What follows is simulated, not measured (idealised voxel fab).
process module | voxel spacer lines
cross-section cut | 295 nm wide | cells 5 nm
A cross-section is a grid of square cells, given in bands from the top down. A band is one or more rows of cells.
Each band's line starts with the height of the band's top and of its bottom, in nm. Then come its materials from left to right, each with its width in nm. One material with "throughout" fills the band from edge to edge. "air" is empty space.
Height 0 is the level under which the wafer as received is all one material. The lowest band goes on downwards, as in "0 down".
A width such as "30 to 40" changes by the same amount from each row of cells to the next, from the band's top row to its bottom row.
"no change" after a step means that no cell of the cross-section changed.
closed voids: empty space of 8 cells or more with no open way to the top, each as width x height at its distance from the left edge, in nm
after a step's settings: what the simulator itself notes on the step
overlay nm, on a step with a mask: how far to the right of its planned place the mask lay; to the left if negative
plan
1 op RECEIVE | material Si
2 op CONFORMAL_DEP | material Al2O3 | thk nm 10
3 op DIRECTIONAL_DEP | material SiN | thk nm 20
4 op DIRECTIONAL_DEP | material aC | thk nm 30
5 op PATTERN | tone cover | mask id MANDREL | material resist | width nm 15 | pitch nm 60 | thk nm 40 | overlay nm 0
6 op DIRECTIONAL_ETCH | etch materials aC | depth nm 30
7 op STRIP | etch materials resist
8 op CONFORMAL_DEP | material SiO2 | thk nm 15
9 op DIRECTIONAL_ETCH | etch materials SiO2 | depth nm 15
10 op STRIP | etch materials aC
11 op DIRECTIONAL_ETCH | etch materials SiN | depth nm 20
12 op STRIP | etch materials SiO2
13 op FILL_DEP | material SiO2 | thk nm 10
14 op CMP | height nm 30
first wafer, as planned
as received, after step 1
  0 down: Si throughout
  closed voids: none
after step 2
  10 to 0: Al2O3 throughout
  below 0: unchanged
after step 3
  30 to 10: SiN throughout
  below 10: unchanged
after step 4
  60 to 30: aC throughout
  below 30: unchanged
after step 5
  100 to 60: air 80 | resist 15 | air 45 | resist 15 | air 45 | resist 15 | air 80
  below 60: unchanged
after step 6
  70 to 60: air 80 | resist 15 | air 45 | resist 15 | air 45 | resist 15 | air 80
  60 to 30: air 80 | aC 15 | air 45 | aC 15 | air 45 | aC 15 | air 80
  below 30: unchanged
after step 7
  60 to 30: air 80 | aC 15 | air 45 | aC 15 | air 45 | aC 15 | air 80
  below 30: unchanged
after step 8
  75 to 60: air 65 | SiO2 45 | air 15 | SiO2 45 | air 15 | SiO2 45 | air 65
  60 to 45: air 65 | SiO2 15 | aC 15 | SiO2 15 | air 15 | SiO2 15 | aC 15 | SiO2 15 | air 15 | SiO2 15 | aC 15 | SiO2 15 | air 65
  45 to 30: SiO2 80 | aC 15 | SiO2 45 | aC 15 | SiO2 45 | aC 15 | SiO2 80
  below 30: unchanged
after step 9
  60 to 30: air 65 | SiO2 15 | aC 15 | SiO2 15 | air 15 | SiO2 15 | aC 15 | SiO2 15 | air 15 | SiO2 15 | aC 15 | SiO2 15 | air 65
  below 30: unchanged
after step 10
  60 to 30: air 65 | SiO2 15 | air 15 | SiO2 15 | air 15 | SiO2 15 | air 15 | SiO2 15 | air 15 | SiO2 15 | air 15 | SiO2 15 | air 65
  below 30: unchanged
after step 11
  60 to 30: air 65 | SiO2 15 | air 15 | SiO2 15 | air 15 | SiO2 15 | air 15 | SiO2 15 | air 15 | SiO2 15 | air 15 | SiO2 15 | air 65
  30 to 10: air 65 | SiN 15 | air 15 | SiN 15 | air 15 | SiN 15 | air 15 | SiN 15 | air 15 | SiN 15 | air 15 | SiN 15 | air 65
  below 10: unchanged
after step 12
  30 to 10: air 65 | SiN 15 | air 15 | SiN 15 | air 15 | SiN 15 | air 15 | SiN 15 | air 15 | SiN 15 | air 15 | SiN 15 | air 65
  below 10: unchanged
after step 13
  40 to 30: SiO2 throughout
  30 to 10: SiO2 65 | SiN 15 | SiO2 15 | SiN 15 | SiO2 15 | SiN 15 | SiO2 15 | SiN 15 | SiO2 15 | SiN 15 | SiO2 15 | SiN 15 | SiO2 65
  below 10: unchanged
after step 14
  30 to 10: SiO2 65 | SiN 15 | SiO2 15 | SiN 15 | SiO2 15 | SiN 15 | SiO2 15 | SiN 15 | SiO2 15 | SiN 15 | SiO2 15 | SiN 15 | SiO2 65
  below 10: unchanged
second wafer: like start, like plan, one mistake. Through step 11 it matches the first wafer
when step 12 should have ended
  30 to 10: air 65 | SiN 15 | air 15 | SiN 15 | air 15 | SiN 15 | air 15 | SiN 15 | air 15 | SiN 15 | air 15 | SiN 15 | air 65
  below 10: unchanged
when step 13 should have ended
  40 to 30: SiO2 throughout
  30 to 10: SiO2 65 | SiN 15 | SiO2 15 | SiN 15 | SiO2 15 | SiN 15 | SiO2 15 | SiN 15 | SiO2 15 | SiN 15 | SiO2 15 | SiN 15 | SiO2 65
  below 10: unchanged
when step 14 should have ended
  30 to 10: SiO2 65 | SiN 15 | SiO2 15 | SiN 15 | SiO2 15 | SiN 15 | SiO2 15 | SiN 15 | SiO2 15 | SiN 15 | SiO2 15 | SiN 15 | SiO2 65
  below 10: unchanged
what went wrong: step 12 was run twice
at the end the two cross-sections are the same: no effect in what this model computes
